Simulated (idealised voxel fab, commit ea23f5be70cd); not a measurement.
Title: Process Module voxel double patterning
The cross-section on display is named cut; it measures 220 nm wide, and its cells are 5 nm squares.
Reading order for cross-sections: top band down to bottom band. Underlying form: a grid of square cells. Band size: one or more rows of cells.
Band: top height; bottom height; in nm. Then, left to right: material with width in nm, for each material. "full width": a single material spanning edge to edge. "empty": empty space.
Height reference: 0 = level under which incoming wafer is all one material. Lowest band: no bottom, runs on downward, e.g. "0 nm and below".
A width such as "30..40" changes by the same amount from each row of cells to the next, from the band's top row to its bottom row.
A step reported as "remains unaltered" is a step in which no cell of the cross-section changed.
This entry, "closed voids", enumerates those empty regions of no fewer than 8 cells that possess no open connection to the top. Each region is reported in the form width x height at distance, the distance being taken from the left edge, with all three quantities expressed in nm.
Whatever follows a step's settings on its line is a remark the simulator itself makes about that step.
overlay nm: for a step with a mask, the amount by which the mask lay right of where it was planned; a negative amount means left of it.

# Process steps foreseen in the plan
1. op RECEIVE | material Si
2. op CONFORMAL_DEP | material SiO2 | thk nm 10
3. op DIRECTIONAL_DEP | material TiN | thk nm 20
4. op DIRECTIONAL_DEP | material SiCN | thk nm 5
5. op MASKED_ETCH | tone open | mask id FIRST | width nm 15 | pitch nm 50 | etch materials SiCN | depth nm 5 | overlay nm 0
6. op DIRECTIONAL_DEP | material aC | thk nm 15
7. op PATTERN | tone open | mask id SECOND | material resist | width nm 15 | pitch nm 50 | thk nm 35 | overlay nm 0
8. op DIRECTIONAL_ETCH | etch materials aC | depth nm 15
9. op STRIP | etch materials resist
10. op DIRECTIONAL_ETCH | etch materials SiCN | depth nm 5
11. op STRIP | etch materials aC
12. op DIRECTIONAL_ETCH | etch materials TiN | depth nm 20
13. op STRIP | etch materials SiCN

# as received, after step 1
- 0 nm and below: Si full width
- closed voids: none

# Figure: cross-sectional view of the wafer upon completion of the module, processed from the initial state and according to the plan depicted above, with one error introduced during execution
- 50 nm to 30 nm: TiN=50; empty=15; TiN=10; empty=15; TiN=10; empty=15; TiN=10; empty=15; TiN=10; empty=15; TiN=55
- 30 nm to 10 nm: TiN full width
- 10 nm to 0 nm: SiO2 full width
- 0 nm and below: Si full width
- closed voids: none
What went wrong in running the wafer? in the plan, step 3 was performed twice
